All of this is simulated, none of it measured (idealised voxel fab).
process module | voxel transistor to metal
cross-section cut | 165 nm wide | cells 5 nm
A cross-section is a grid of square cells, given in bands from the top down. A band is one or more rows of cells.
Each band's line starts with the height of the band's top and of its bottom, in nm. Then come its materials from left to right, each with its width in nm. One material with "throughout" fills the band from edge to edge. "air" is empty space.
Height 0 is the level under which the wafer as received is all one material. The lowest band goes on downwards, as in "0 down".
A width such as "30 to 40" changes by the same amount from each row of cells to the next, from the band's top row to its bottom row.
"no change" after a step means that no cell of the cross-section changed.
closed voids: empty space of 8 cells or more with no open way to the top, each as width x height at its distance from the left edge, in nm
after a step's settings: what the simulator itself notes on the step
overlay nm, on a step with a mask: how far to the right of its planned place the mask lay; to the left if negative
plan
1 op RECEIVE | material Si
2 op CONFORMAL_DEP | material SiO2 | thk nm 5
3 op CONFORMAL_DEP | material SiN | thk nm 10
4 op PATTERN | tone cover | mask id ACTIVE | material resist | width nm 115 | thk nm 20 | overlay nm 0
5 op DIRECTIONAL_ETCH | etch materials SiN | depth nm 10
6 op DIRECTIONAL_ETCH | etch materials SiO2 | depth nm 5
7 op DIRECTIONAL_ETCH | etch materials Si | depth nm 25
8 op STRIP | etch materials resist
9 op FILL_DEP | material SiO2 | thk nm 10
10 op CMP | height nm 15
11 op SELECTIVE_ETCH | etch materials SiO2 | depth nm 10
12 op STRIP | etch materials SiN
13 op SELECTIVE_ETCH | etch materials SiO2 | depth nm 5
14 op OXIDIZE | depth nm 5
15 op DIRECTIONAL_DEP | material polySi | thk nm 25
16 op DIRECTIONAL_DEP | material SiCN | thk nm 15
17 op MASKED_ETCH | tone cover | mask id GATE | width nm 25 | etch materials SiCN | depth nm 25 | overlay nm 0
18 op MASKED_ETCH | tone cover | mask id GATE | width nm 25 | etch materials polySi | depth nm 35 | overlay nm 0
19 op CONFORMAL_DEP | material SiN | thk nm 10
20 op DIRECTIONAL_ETCH | etch materials SiN | depth nm 10
21 op DIRECTIONAL_ETCH | etch materials SiO2 | depth nm 5
22 op DIRECTIONAL_ETCH | etch materials Si | depth nm 15
23 op EPI | material nSi | thk nm 20
24 op FILL_DEP | material SiO2 | thk nm 5
25 op CMP | height nm 25
26 op STRIP | etch materials polySi
27 op SELECTIVE_ETCH | etch materials SiO2 | depth nm 5
28 op CONFORMAL_DEP | material HfO2 | thk nm 5
29 op CONFORMAL_DEP | material TiN | thk nm 5
30 op FILL_DEP | material W | thk nm 5
31 op CMP | height nm 20
32 op DIRECTIONAL_DEP | material SiO2 | thk nm 10
33 op PATTERN | tone open | mask id CONTACT | material resist | width nm 20 | pitch nm 75 | thk nm 20 | overlay nm 0
34 op DIRECTIONAL_ETCH | etch materials SiO2 | depth nm 30
35 op STRIP | etch materials resist
36 op CONFORMAL_DEP | material TiN | thk nm 5
37 op FILL_DEP | material W | thk nm 5
38 op CMP | height nm 30
39 op CONFORMAL_DEP | material SiCN | thk nm 5
40 op DIRECTIONAL_DEP | material lowk | thk nm 20
41 op DIRECTIONAL_DEP | material aC | thk nm 15
42 op PATTERN | tone open | mask id METAL_1 | material resist | width nm 20 | pitch nm 75 | thk nm 30 | overlay nm 0
43 op DIRECTIONAL_ETCH | etch materials aC | depth nm 15
44 op STRIP | etch materials resist
45 op DIRECTIONAL_ETCH | etch materials lowk | depth nm 20
46 op DIRECTIONAL_ETCH | etch materials SiCN | depth nm 5
47 op STRIP | etch materials aC
48 op CONFORMAL_DEP | material TiN | thk nm 5
49 op FILL_DEP | material Cu | thk nm 5
50 op CMP | height nm 55
51 op EPI | material Ru | thk nm 5
52 op FILL_DEP | material SiCN | thk nm 5
53 op DIRECTIONAL_DEP | material lowk | thk nm 30
54 op MASKED_ETCH | tone open | mask id METAL_2 | width nm 20 | pitch nm 75 | etch materials lowk | depth nm 15 | overlay nm 0
55 op MASKED_ETCH | tone open | mask id METAL_2_HOLES | width nm 15 | pitch nm 75 | etch materials lowk | depth nm 15 | overlay nm 0
56 op MASKED_ETCH | tone open | mask id METAL_2_HOLES | width nm 15 | pitch nm 75 | etch materials SiCN | depth nm 5 | overlay nm 0
57 op CONFORMAL_DEP | material TiN | thk nm 5
58 op FILL_DEP | material Cu | thk nm 5
59 op CMP | height nm 95
60 op CONFORMAL_DEP | material SiCN | thk nm 5
as received, after step 1
  0 down: Si throughout
  closed voids: none
a wafer at the end: this start, this plan, one mistake
  100 to 95: SiCN throughout
  95 to 85: lowk 35 | TiN 5 | Cu 10 | TiN 5 | lowk 55 | TiN 5 | Cu 10 | TiN 5 | lowk 35
  85 to 80: lowk 35 | TiN 5 | Cu 5 | TiN 10 | lowk 55 | TiN 5 | Cu 5 | TiN 10 | lowk 35
  80 to 65: lowk 35 | TiN 5 | Cu 5 | TiN 5 | lowk 60 | TiN 5 | Cu 5 | TiN 5 | lowk 40
  65 to 60: SiCN 35 | TiN 15 | SiCN 60 | TiN 15 | SiCN 40
  60 to 55: SiCN 30 | Ru 30 | SiCN 45 | Ru 30 | SiCN 30
  55 to 35: lowk 35 | TiN 5 | Cu 10 | TiN 5 | lowk 55 | TiN 5 | Cu 10 | TiN 5 | lowk 35
  35 to 30: SiCN 35 | TiN 20 | SiCN 55 | TiN 20 | SiCN 35
  30 to 20: SiO2 35 | TiN 5 | W 10 | TiN 5 | SiO2 55 | TiN 5 | W 10 | TiN 5 | SiO2 35
  20 to 15: SiO2 35 | TiN 20 | SiO2 5 | SiN 10 | HfO2 5 | TiN 5 | W 5 | TiN 5 | HfO2 5 | SiN 10 | SiO2 5 | TiN 20 | SiO2 35
  15 to 5: SiO2 35 | TiN 5 | nSi 20 | SiN 10 | HfO2 5 | TiN 5 | W 5 | TiN 5 | HfO2 5 | SiN 10 | nSi 20 | TiN 5 | SiO2 35
  5 to 0: SiO2 35 | TiN 5 | nSi 20 | SiN 10 | HfO2 5 | TiN 15 | HfO2 5 | SiN 10 | nSi 20 | TiN 5 | SiO2 35
  0 to -5: SiO2 20 | nSi 40 | SiO2 5 | HfO2 35 | SiO2 5 | nSi 40 | SiO2 20
  -5 to -20: SiO2 25 | nSi 35 | Si 45 | nSi 35 | SiO2 25
  -20 to -35: SiO2 25 | Si 115 | SiO2 25
  -35 down: Si throughout
  closed voids: none
what went wrong: step 7 ran as: op DIRECTIONAL_ETCH | etch materials Si | depth nm 35
